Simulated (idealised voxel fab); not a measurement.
process module | voxel transistor to metal
cross-section cut | 155 nm wide | cells 5 nm
A cross-section is a grid of square cells, given in bands from the top down. A band is one or more rows of cells.
Each band's line starts with the height of the band's top and of its bottom, in nm. Then come its materials from left to right, each with its width in nm. One material with "throughout" fills the band from edge to edge. "air" is empty space.
Height 0 is the level under which the wafer as received is all one material. The lowest band goes on downwards, as in "0 down".
A width such as "30 to 40" changes by the same amount from each row of cells to the next, from the band's top row to its bottom row.
"no change" after a step means that no cell of the cross-section changed.
closed voids: empty space of 8 cells or more with no open way to the top, each as width x height at its distance from the left edge, in nm
after a step's settings: what the simulator itself notes on the step
overlay nm, on a step with a mask: how far to the right of its planned place the mask lay; to the left if negative
plan
1 op RECEIVE | material Si
2 op OXIDIZE | depth nm 5
3 op CONFORMAL_DEP | material SiN | thk nm 15
4 op DIRECTIONAL_DEP | material aC | thk nm 15
5 op PATTERN | tone cover | mask id ACTIVE | material resist | width nm 120 | thk nm 30 | overlay nm 0
6 op DIRECTIONAL_ETCH | etch materials aC | depth nm 15
7 op STRIP | etch materials resist
8 op DIRECTIONAL_ETCH | etch materials SiN | depth nm 15
9 op DIRECTIONAL_ETCH | etch materials SiO2 | depth nm 5
10 op DIRECTIONAL_ETCH | etch materials Si | depth nm 35
11 op STRIP | etch materials aC
12 op FILL_DEP | material SiO2 | thk nm 15
13 op CMP | height nm 15
14 op SELECTIVE_ETCH | etch materials SiO2 | depth nm 5
15 op STRIP | etch materials SiN
16 op SELECTIVE_ETCH | etch materials SiO2 | depth nm 5
17 op OXIDIZE | depth nm 5
18 op DIRECTIONAL_DEP | material polySi | thk nm 20
19 op DIRECTIONAL_DEP | material SiCN | thk nm 10
20 op MASKED_ETCH | tone cover | mask id GATE | width nm 30 | etch materials SiCN | depth nm 20 | overlay nm 0
21 op MASKED_ETCH | tone cover | mask id GATE | width nm 30 | etch materials polySi | depth nm 30 | overlay nm 0
22 op CONFORMAL_DEP | material SiO2 | thk nm 5
23 op DIRECTIONAL_ETCH | etch materials SiO2 | depth nm 5
24 op CONFORMAL_DEP | material SiN | thk nm 10
25 op DIRECTIONAL_ETCH | etch materials SiN | depth nm 10
26 op DIRECTIONAL_ETCH | etch materials SiO2 | depth nm 5
27 op DIRECTIONAL_ETCH | etch materials Si | depth nm 15
28 op EPI | material SiGe | thk nm 15
29 op FILL_DEP | material SiO2 | thk nm 10
30 op CMP | height nm 15
31 op STRIP | etch materials polySi
32 op SELECTIVE_ETCH | etch materials SiO2 | depth nm 5
33 op CONFORMAL_DEP | material HfO2 | thk nm 5
34 op CONFORMAL_DEP | material TiN | thk nm 5
35 op FILL_DEP | material W | thk nm 10
36 op CMP | height nm 10
37 op DIRECTIONAL_DEP | material SiO2 | thk nm 15
38 op DIRECTIONAL_DEP | material aC | thk nm 15
39 op PATTERN | tone open | mask id CONTACT | material resist | width nm 20 | pitch nm 80 | thk nm 30 | overlay nm 0
40 op DIRECTIONAL_ETCH | etch materials aC | depth nm 15
41 op STRIP | etch materials resist
42 op DIRECTIONAL_ETCH | etch materials SiO2 | depth nm 20
43 op STRIP | etch materials aC
44 op CONFORMAL_DEP | material TiN | thk nm 5
45 op FILL_DEP | material W | thk nm 5
46 op CMP | height nm 25
47 op DIRECTIONAL_DEP | material TiN | thk nm 5
48 op DIRECTIONAL_DEP | material W | thk nm 15
49 op MASKED_ETCH | tone cover | mask id METAL_1 | width nm 20 | pitch nm 80 | etch materials W | depth nm 15 | overlay nm 0
50 op MASKED_ETCH | tone cover | mask id METAL_1 | width nm 20 | pitch nm 80 | etch materials TiN | depth nm 5 | overlay nm 0
51 op FILL_DEP | material SiO2 | thk nm 5
52 op CMP | height nm 45
53 op CONFORMAL_DEP | material SiCN | thk nm 5
as received, after step 1
  0 down: Si throughout
  closed voids: none
first wafer at the end, as planned
  50 to 45: SiCN throughout
  45 to 30: SiO2 25 | W 20 | SiO2 60 | W 20 | SiO2 30
  30 to 25: SiO2 25 | TiN 20 | SiO2 60 | TiN 20 | SiO2 30
  25 to 10: SiO2 25 | TiN 5 | W 10 | TiN 5 | SiO2 60 | TiN 5 | W 10 | TiN 5 | SiO2 30
  10 to 5: SiO2 25 | TiN 20 | SiN 10 | HfO2 5 | TiN 5 | W 20 | TiN 5 | HfO2 5 | SiN 10 | TiN 20 | SiO2 30
  5 to 0: SiO2 15 | SiN 10 | SiGe 20 | SiN 10 | HfO2 5 | TiN 5 | W 20 | TiN 5 | HfO2 5 | SiN 10 | SiGe 20 | SiN 10 | SiO2 20
  0 to -5: SiO2 15 | SiN 10 | SiGe 20 | SiN 10 | HfO2 5 | TiN 30 | HfO2 5 | SiN 10 | SiGe 20 | SiN 10 | SiO2 20
  -5 to -10: SiO2 25 | SiGe 20 | SiO2 10 | HfO2 40 | SiO2 10 | SiGe 20 | SiO2 30
  -10 to -25: SiO2 15 | Si 10 | SiGe 20 | Si 60 | SiGe 20 | Si 10 | SiO2 20
  -25 to -40: SiO2 15 | Si 120 | SiO2 20
  -40 down: Si throughout
  closed voids: none
second wafer at the end: like start, like plan, one mistake
  50 to 45: SiCN throughout
  45 to 30: SiO2 25 | W 20 | SiO2 60 | W 20 | SiO2 30
  30 to 25: SiO2 25 | TiN 20 | SiO2 60 | TiN 20 | SiO2 30
  25 to 20: W throughout
  20 to 15: TiN 30 | W 10 | TiN 70 | W 10 | TiN 35
  15 to 5: SiO2 25 | TiN 5 | W 10 | TiN 5 | SiO2 60 | TiN 5 | W 10 | TiN 5 | SiO2 30
  5 to 0: SiO2 25 | TiN 20 | SiO2 60 | TiN 20 | SiO2 30
  0 to -5: SiO2 15 | SiN 10 | SiGe 20 | SiN 10 | HfO2 5 | TiN 30 | HfO2 5 | SiN 10 | SiGe 20 | SiN 10 | SiO2 20
  -5 to -10: SiO2 25 | SiGe 20 | SiO2 10 | HfO2 40 | SiO2 10 | SiGe 20 | SiO2 30
  -10 to -25: SiO2 15 | Si 10 | SiGe 20 | Si 60 | SiGe 20 | Si 10 | SiO2 20
  -25 to -40: SiO2 15 | Si 120 | SiO2 20
  -40 down: Si throughout
  closed voids: none
what went wrong: step 36 ran as: op CMP | height nm 0
at the end the second wafer has, in cells: 4 fewer of HfO2 | 8 fewer of SiGe | 12 fewer of SiN | 18 fewer of SiO2 | 19 more of TiN | 23 more of W
